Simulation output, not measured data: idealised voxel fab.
process module | voxel wiring stack
cross-section cut | 225 nm wide | cells 5 nm
A cross-section is a grid of square cells, given in bands from the top down. A band is one or more rows of cells.
Each band's line starts with the height of the band's top and of its bottom, in nm. Then come its materials from left to right, each with its width in nm. One material with "throughout" fills the band from edge to edge. "air" is empty space.
Height 0 is the level under which the wafer as received is all one material. The lowest band goes on downwards, as in "0 down".
A width such as "30 to 40" changes by the same amount from each row of cells to the next, from the band's top row to its bottom row.
"no change" after a step means that no cell of the cross-section changed.
closed voids: empty space of 8 cells or more with no open way to the top, each as width x height at its distance from the left edge, in nm
after a step's settings: what the simulator itself notes on the step
overlay nm, on a step with a mask: how far to the right of its planned place the mask lay; to the left if negative
plan
1 op RECEIVE | material Si
2 op CONFORMAL_DEP | material SiO2 | thk nm 15
3 op DIRECTIONAL_DEP | material TiN | thk nm 5
4 op DIRECTIONAL_DEP | material Ru | thk nm 20
5 op MASKED_ETCH | tone cover | mask id METAL_1 | width nm 20 | pitch nm 40 | etch materials Ru | depth nm 20 | overlay nm 0
6 op MASKED_ETCH | tone cover | mask id METAL_1 | width nm 20 | pitch nm 40 | etch materials TiN | depth nm 5 | overlay nm 0
7 op FILL_DEP | material lowk | thk nm 5
8 op CMP | height nm 40
9 op CONFORMAL_DEP | material SiCN | thk nm 5
10 op DIRECTIONAL_DEP | material SiO2 | thk nm 20
11 op DIRECTIONAL_DEP | material aC | thk nm 10
12 op PATTERN | tone open | mask id PLUG_1 | material resist | width nm 15 | thk nm 25 | overlay nm 0
13 op DIRECTIONAL_ETCH | etch materials aC | depth nm 10
14 op STRIP | etch materials resist
15 op DIRECTIONAL_ETCH | etch materials SiO2 | depth nm 20
16 op DIRECTIONAL_ETCH | etch materials SiCN | depth nm 5
17 op STRIP | etch materials aC
18 op CONFORMAL_DEP | material TiN | thk nm 5
19 op FILL_DEP | material Ru | thk nm 10
20 op CMP | height nm 65
21 op CONFORMAL_DEP | material SiN | thk nm 5
22 op DIRECTIONAL_DEP | material SiO2 | thk nm 20
23 op DIRECTIONAL_DEP | material aC | thk nm 15
24 op PATTERN | tone open | mask id METAL_2 | material resist | width nm 20 | pitch nm 40 | thk nm 30 | overlay nm 0
25 op DIRECTIONAL_ETCH | etch materials aC | depth nm 15
26 op STRIP | etch materials resist
27 op DIRECTIONAL_ETCH | etch materials SiO2 | depth nm 20
28 op DIRECTIONAL_ETCH | etch materials SiN | depth nm 5
29 op STRIP | etch materials aC
30 op CONFORMAL_DEP | material TiN | thk nm 5
31 op FILL_DEP | material Cu | thk nm 5
32 op CMP | height nm 90
33 op EPI | material Ru | thk nm 5
34 op FILL_DEP | material SiCN | thk nm 5
35 op DIRECTIONAL_DEP | material SiO2 | thk nm 30
36 op MASKED_ETCH | tone open | mask id METAL_3_HOLES | width nm 15 | etch materials SiO2 | depth nm 30 | overlay nm 0
37 op MASKED_ETCH | tone open | mask id METAL_3 | width nm 20 | pitch nm 40 | etch materials SiO2 | depth nm 15 | overlay nm 0
38 op MASKED_ETCH | tone open | mask id METAL_3 | width nm 20 | pitch nm 40 | etch materials SiCN | depth nm 5 | overlay nm 0
39 op CONFORMAL_DEP | material TiN | thk nm 5
40 op FILL_DEP | material Cu | thk nm 10
41 op CMP | height nm 130
42 op CONFORMAL_DEP | material SiN | thk nm 5
first wafer, as planned
as received, after step 1
  0 down: Si throughout
  closed voids: none
after step 2
  15 to 0: SiO2 throughout
  below 0: unchanged
after step 3
  20 to 15: TiN throughout
  below 15: unchanged
after step 4
  40 to 20: Ru throughout
  below 20: unchanged
after step 5
  40 to 20: air 80 | Ru 20 | air 20 | Ru 20 | air 85
  below 20: unchanged
after step 6
  40 to 20: air 80 | Ru 20 | air 20 | Ru 20 | air 85
  20 to 15: air 80 | TiN 20 | air 20 | TiN 20 | air 85
  below 15: unchanged
after step 7
  45 to 40: lowk throughout
  40 to 20: lowk 80 | Ru 20 | lowk 20 | Ru 20 | lowk 85
  20 to 15: lowk 80 | TiN 20 | lowk 20 | TiN 20 | lowk 85
  below 15: unchanged
after step 8
  40 to 20: lowk 80 | Ru 20 | lowk 20 | Ru 20 | lowk 85
  below 20: unchanged
after step 9
  45 to 40: SiCN throughout
  below 40: unchanged
after step 10
  65 to 45: SiO2 throughout
  below 45: unchanged
after step 11
  75 to 65: aC throughout
  below 65: unchanged
after step 12
  100 to 75: resist 80 | air 15 | resist 130
  below 75: unchanged
after step 13
  90 to 75: resist 80 | air 15 | resist 130
  75 to 65: aC 80 | air 15 | aC 130
  below 65: unchanged
after step 14
  75 to 65: aC 80 | air 15 | aC 130
  below 65: unchanged
after step 15
  75 to 65: aC 80 | air 15 | aC 130
  65 to 45: SiO2 80 | air 15 | SiO2 130
  below 45: unchanged
after step 16
  75 to 65: aC 80 | air 15 | aC 130
  65 to 45: SiO2 80 | air 15 | SiO2 130
  45 to 40: SiCN 80 | air 15 | SiCN 130
  below 40: unchanged
after step 17
  65 to 45: SiO2 80 | air 15 | SiO2 130
  below 45: unchanged
after step 18
  70 to 65: TiN 85 | air 5 | TiN 135
  65 to 45: SiO2 80 | TiN 5 | air 5 | TiN 5 | SiO2 130
  45 to 40: SiCN 80 | TiN 15 | SiCN 130
  below 40: unchanged
after step 19
  80 to 70: Ru throughout
  70 to 65: TiN 85 | Ru 5 | TiN 135
  65 to 45: SiO2 80 | TiN 5 | Ru 5 | TiN 5 | SiO2 130
  below 45: unchanged
after step 20
  65 to 45: SiO2 80 | TiN 5 | Ru 5 | TiN 5 | SiO2 130
  below 45: unchanged
after step 21
  70 to 65: SiN throughout
  below 65: unchanged
after step 22
  90 to 70: SiO2 throughout
  below 70: unchanged
after step 23
  105 to 90: aC throughout
  below 90: unchanged
after step 24
  135 to 105: resist 80 | air 20 | resist 20 | air 20 | resist 85
  below 105: unchanged
after step 25
  120 to 105: resist 80 | air 20 | resist 20 | air 20 | resist 85
  105 to 90: aC 80 | air 20 | aC 20 | air 20 | aC 85
  below 90: unchanged
after step 26
  105 to 90: aC 80 | air 20 | aC 20 | air 20 | aC 85
  below 90: unchanged
after step 27
  105 to 90: aC 80 | air 20 | aC 20 | air 20 | aC 85
  90 to 70: SiO2 80 | air 20 | SiO2 20 | air 20 | SiO2 85
  below 70: unchanged
after step 28
  105 to 90: aC 80 | air 20 | aC 20 | air 20 | aC 85
  90 to 70: SiO2 80 | air 20 | SiO2 20 | air 20 | SiO2 85
  70 to 65: SiN 80 | air 20 | SiN 20 | air 20 | SiN 85
  below 65: unchanged
after step 29
  90 to 70: SiO2 80 | air 20 | SiO2 20 | air 20 | SiO2 85
  below 70: unchanged
after step 30
  95 to 90: TiN 85 | air 10 | TiN 30 | air 10 | TiN 90
  90 to 70: SiO2 80 | TiN 5 | air 10 | TiN 5 | SiO2 20 | TiN 5 | air 10 | TiN 5 | SiO2 85
  70 to 65: SiN 80 | TiN 20 | SiN 20 | TiN 20 | SiN 85
  below 65: unchanged
after step 31
  100 to 95: Cu throughout
  95 to 90: TiN 85 | Cu 10 | TiN 30 | Cu 10 | TiN 90
  90 to 70: SiO2 80 | TiN 5 | Cu 10 | TiN 5 | SiO2 20 | TiN 5 | Cu 10 | TiN 5 | SiO2 85
  below 70: unchanged
after step 32
  90 to 70: SiO2 80 | TiN 5 | Cu 10 | TiN 5 | SiO2 20 | TiN 5 | Cu 10 | TiN 5 | SiO2 85
  below 70: unchanged
after step 33
  95 to 90: air 75 | Ru 30 | air 10 | Ru 30 | air 80
  below 90: unchanged
after step 34
  100 to 95: SiCN throughout
  95 to 90: SiCN 75 | Ru 30 | SiCN 10 | Ru 30 | SiCN 80
  below 90: unchanged
after step 35
  130 to 100: SiO2 throughout
  below 100: unchanged
after step 36
  130 to 100: SiO2 80 | air 15 | SiO2 130
  below 100: unchanged
after step 37
  130 to 115: SiO2 80 | air 20 | SiO2 20 | air 20 | SiO2 85
  below 115: unchanged
after step 38
  130 to 115: SiO2 80 | air 20 | SiO2 20 | air 20 | SiO2 85
  115 to 100: SiO2 80 | air 15 | SiO2 130
  100 to 95: SiCN 80 | air 15 | SiCN 130
  below 95: unchanged
after step 39
  135 to 130: TiN 85 | air 10 | TiN 30 | air 10 | TiN 90
  130 to 120: SiO2 80 | TiN 5 | air 10 | TiN 5 | SiO2 20 | TiN 5 | air 10 | TiN 5 | SiO2 85
  120 to 115: SiO2 80 | TiN 5 | air 5 | TiN 10 | SiO2 20 | TiN 20 | SiO2 85
  115 to 100: SiO2 80 | TiN 5 | air 5 | TiN 5 | SiO2 130
  100 to 95: SiCN 80 | TiN 15 | SiCN 130
  below 95: unchanged
after step 40
  145 to 135: Cu throughout
  135 to 130: TiN 85 | Cu 10 | TiN 30 | Cu 10 | TiN 90
  130 to 120: SiO2 80 | TiN 5 | Cu 10 | TiN 5 | SiO2 20 | TiN 5 | Cu 10 | TiN 5 | SiO2 85
  120 to 115: SiO2 80 | TiN 5 | Cu 5 | TiN 10 | SiO2 20 | TiN 20 | SiO2 85
  115 to 100: SiO2 80 | TiN 5 | Cu 5 | TiN 5 | SiO2 130
  below 100: unchanged
after step 41
  130 to 120: SiO2 80 | TiN 5 | Cu 10 | TiN 5 | SiO2 20 | TiN 5 | Cu 10 | TiN 5 | SiO2 85
  below 120: unchanged
after step 42
  135 to 130: SiN throughout
  below 130: unchanged
second wafer: like start, like plan, one mistake. Through step 3 it matches the first wafer
when step 4 should have ended
  40 to 20: SiN throughout
  below 20: unchanged
when step 5 should have ended: no change
when step 6 should have ended: no change
when step 7 should have ended
  45 to 40: lowk throughout
  below 40: unchanged
when step 8 should have ended
  40 to 20: SiN throughout
  below 20: unchanged
when step 9 should have ended
  45 to 40: SiCN throughout
  below 40: unchanged
when step 10 should have ended
  65 to 45: SiO2 throughout
  below 45: unchanged
when step 11 should have ended
  75 to 65: aC throughout
  below 65: unchanged
when step 12 should have ended
  100 to 75: resist 80 | air 15 | resist 130
  below 75: unchanged
when step 13 should have ended
  90 to 75: resist 80 | air 15 | resist 130
  75 to 65: aC 80 | air 15 | aC 130
  below 65: unchanged
when step 14 should have ended
  75 to 65: aC 80 | air 15 | aC 130
  below 65: unchanged
when step 15 should have ended
  75 to 65: aC 80 | air 15 | aC 130
  65 to 45: SiO2 80 | air 15 | SiO2 130
  below 45: unchanged
when step 16 should have ended
  75 to 65: aC 80 | air 15 | aC 130
  65 to 45: SiO2 80 | air 15 | SiO2 130
  45 to 40: SiCN 80 | air 15 | SiCN 130
  below 40: unchanged
when step 17 should have ended
  65 to 45: SiO2 80 | air 15 | SiO2 130
  below 45: unchanged
when step 18 should have ended
  70 to 65: TiN 85 | air 5 | TiN 135
  65 to 45: SiO2 80 | TiN 5 | air 5 | TiN 5 | SiO2 130
  45 to 40: SiCN 80 | TiN 15 | SiCN 130
  below 40: unchanged
when step 19 should have ended
  80 to 70: Ru throughout
  70 to 65: TiN 85 | Ru 5 | TiN 135
  65 to 45: SiO2 80 | TiN 5 | Ru 5 | TiN 5 | SiO2 130
  below 45: unchanged
when step 20 should have ended
  65 to 45: SiO2 80 | TiN 5 | Ru 5 | TiN 5 | SiO2 130
  below 45: unchanged
when step 21 should have ended
  70 to 65: SiN throughout
  below 65: unchanged
when step 22 should have ended
  90 to 70: SiO2 throughout
  below 70: unchanged
when step 23 should have ended
  105 to 90: aC throughout
  below 90: unchanged
when step 24 should have ended
  135 to 105: resist 80 | air 20 | resist 20 | air 20 | resist 85
  below 105: unchanged
when step 25 should have ended
  120 to 105: resist 80 | air 20 | resist 20 | air 20 | resist 85
  105 to 90: aC 80 | air 20 | aC 20 | air 20 | aC 85
  below 90: unchanged
when step 26 should have ended
  105 to 90: aC 80 | air 20 | aC 20 | air 20 | aC 85
  below 90: unchanged
when step 27 should have ended
  105 to 90: aC 80 | air 20 | aC 20 | air 20 | aC 85
  90 to 70: SiO2 80 | air 20 | SiO2 20 | air 20 | SiO2 85
  below 70: unchanged
when step 28 should have ended
  105 to 90: aC 80 | air 20 | aC 20 | air 20 | aC 85
  90 to 70: SiO2 80 | air 20 | SiO2 20 | air 20 | SiO2 85
  70 to 65: SiN 80 | air 20 | SiN 20 | air 20 | SiN 85
  below 65: unchanged
when step 29 should have ended
  90 to 70: SiO2 80 | air 20 | SiO2 20 | air 20 | SiO2 85
  below 70: unchanged
when step 30 should have ended
  95 to 90: TiN 85 | air 10 | TiN 30 | air 10 | TiN 90
  90 to 70: SiO2 80 | TiN 5 | air 10 | TiN 5 | SiO2 20 | TiN 5 | air 10 | TiN 5 | SiO2 85
  70 to 65: SiN 80 | TiN 20 | SiN 20 | TiN 20 | SiN 85
  below 65: unchanged
when step 31 should have ended
  100 to 95: Cu throughout
  95 to 90: TiN 85 | Cu 10 | TiN 30 | Cu 10 | TiN 90
  90 to 70: SiO2 80 | TiN 5 | Cu 10 | TiN 5 | SiO2 20 | TiN 5 | Cu 10 | TiN 5 | SiO2 85
  below 70: unchanged
when step 32 should have ended
  90 to 70: SiO2 80 | TiN 5 | Cu 10 | TiN 5 | SiO2 20 | TiN 5 | Cu 10 | TiN 5 | SiO2 85
  below 70: unchanged
when step 33 should have ended
  95 to 90: air 75 | Ru 30 | air 10 | Ru 30 | air 80
  below 90: unchanged
when step 34 should have ended
  100 to 95: SiCN throughout
  95 to 90: SiCN 75 | Ru 30 | SiCN 10 | Ru 30 | SiCN 80
  below 90: unchanged
when step 35 should have ended
  130 to 100: SiO2 throughout
  below 100: unchanged
when step 36 should have ended
  130 to 100: SiO2 80 | air 15 | SiO2 130
  below 100: unchanged
when step 37 should have ended
  130 to 115: SiO2 80 | air 20 | SiO2 20 | air 20 | SiO2 85
  below 115: unchanged
when step 38 should have ended
  130 to 115: SiO2 80 | air 20 | SiO2 20 | air 20 | SiO2 85
  115 to 100: SiO2 80 | air 15 | SiO2 130
  100 to 95: SiCN 80 | air 15 | SiCN 130
  below 95: unchanged
when step 39 should have ended
  135 to 130: TiN 85 | air 10 | TiN 30 | air 10 | TiN 90
  130 to 120: SiO2 80 | TiN 5 | air 10 | TiN 5 | SiO2 20 | TiN 5 | air 10 | TiN 5 | SiO2 85
  120 to 115: SiO2 80 | TiN 5 | air 5 | TiN 10 | SiO2 20 | TiN 20 | SiO2 85
  115 to 100: SiO2 80 | TiN 5 | air 5 | TiN 5 | SiO2 130
  100 to 95: SiCN 80 | TiN 15 | SiCN 130
  below 95: unchanged
when step 40 should have ended
  145 to 135: Cu throughout
  135 to 130: TiN 85 | Cu 10 | TiN 30 | Cu 10 | TiN 90
  130 to 120: SiO2 80 | TiN 5 | Cu 10 | TiN 5 | SiO2 20 | TiN 5 | Cu 10 | TiN 5 | SiO2 85
  120 to 115: SiO2 80 | TiN 5 | Cu 5 | TiN 10 | SiO2 20 | TiN 20 | SiO2 85
  115 to 100: SiO2 80 | TiN 5 | Cu 5 | TiN 5 | SiO2 130
  below 100: unchanged
when step 41 should have ended
  130 to 120: SiO2 80 | TiN 5 | Cu 10 | TiN 5 | SiO2 20 | TiN 5 | Cu 10 | TiN 5 | SiO2 85
  below 120: unchanged
when step 42 should have ended
  135 to 130: SiN throughout
  below 130: unchanged
what went wrong: step 4 ran as: op DIRECTIONAL_DEP | material SiN | thk nm 20
at the end the second wafer has, in cells: 32 fewer of Ru | 180 more of SiN | 37 more of TiN | 185 fewer of lowk
